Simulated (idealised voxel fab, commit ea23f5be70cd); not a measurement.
Title: Process Module voxel trench capacitor
In the cross-section labelled cut, the width is 230 nm and each square cell is 5 nm.
Each cross-section below is a grid of square cells, stated as bands in top-down order, with one or more rows of cells making up each band.
Within each band entry, the heights of the top and of the bottom of the band appear first, in that order and in nm; the materials of the band then follow from left to right, each with its corresponding width in nm. The designation "full width" on a single material indicates that it fills the band from edge to edge; the designation "empty" indicates empty space.
Heads up on the height convention: 0 is the point under which the incoming wafer is all one material, and the lowest band has no bottom, it just keeps going down, like "0..down".
A width given as "30 to 40" starts at the first number in the band's top row and ends at the second number in its bottom row, shifting by an equal amount at every step from row to row.
"nothing different" -> step changed no cross-section cell.
Listed in "Sealed voids": every empty space of 8 or more cells without an open way to the top. Form: width x height at distance, the distance being from the left edge, all in nm.
Step line, after settings: the simulator's comment on this step.
Each step line may optionally specify "overlay nm", which for a step with a mask gives the rightward distance between the mask's planned place and where it lay, a negative value indicating the leftward direction.

### Set out below are the planned steps of the process
1) op RECEIVE | material Si
2) op CONFORMAL_DEP | material SiN | thk nm 5
3) op DIRECTIONAL_DEP | material aC | thk nm 10
4) op PATTERN | tone open | mask id TRENCH | material resist | width nm 30 | pitch nm 55 | thk nm 30 | overlay nm 0
5) op DIRECTIONAL_ETCH | etch materials aC | depth nm 10
6) op STRIP | etch materials resist
7) op DIRECTIONAL_ETCH | etch materials SiN | depth nm 5
8) op DIRECTIONAL_ETCH | etch materials Si | depth nm 30
9) op STRIP | etch materials aC
10) op CONFORMAL_DEP | material HfO2 | thk nm 5
11) op CONFORMAL_DEP | material TiN | thk nm 5
12) op FILL_DEP | material W | thk nm 5
13) op CMP | height nm 5

### Incoming wafer, cross-sectional view, post step 1
- 0..down: Si full width
- Sealed voids: none

### Here's the wafer cut in cross-section after the module, started and planned just like above, except one thing was done wrong in the run
- 0..-20: Si 70  HfO2 5  TiN 5  W 10  TiN 5  HfO2 5  Si 25  HfO2 5  TiN 5  W 10  TiN 5  HfO2 5  Si 75
- -20..-25: Si 70  HfO2 5  TiN 20  HfO2 5  Si 25  HfO2 5  TiN 20  HfO2 5  Si 75
- -25..-30: Si 70  HfO2 30  Si 25  HfO2 30  Si 75
- -30..down: Si full width
- Sealed voids: none
Deviation from plan: step 13 went in with a setting other than planned; the actual run was op CMP | height nm 0
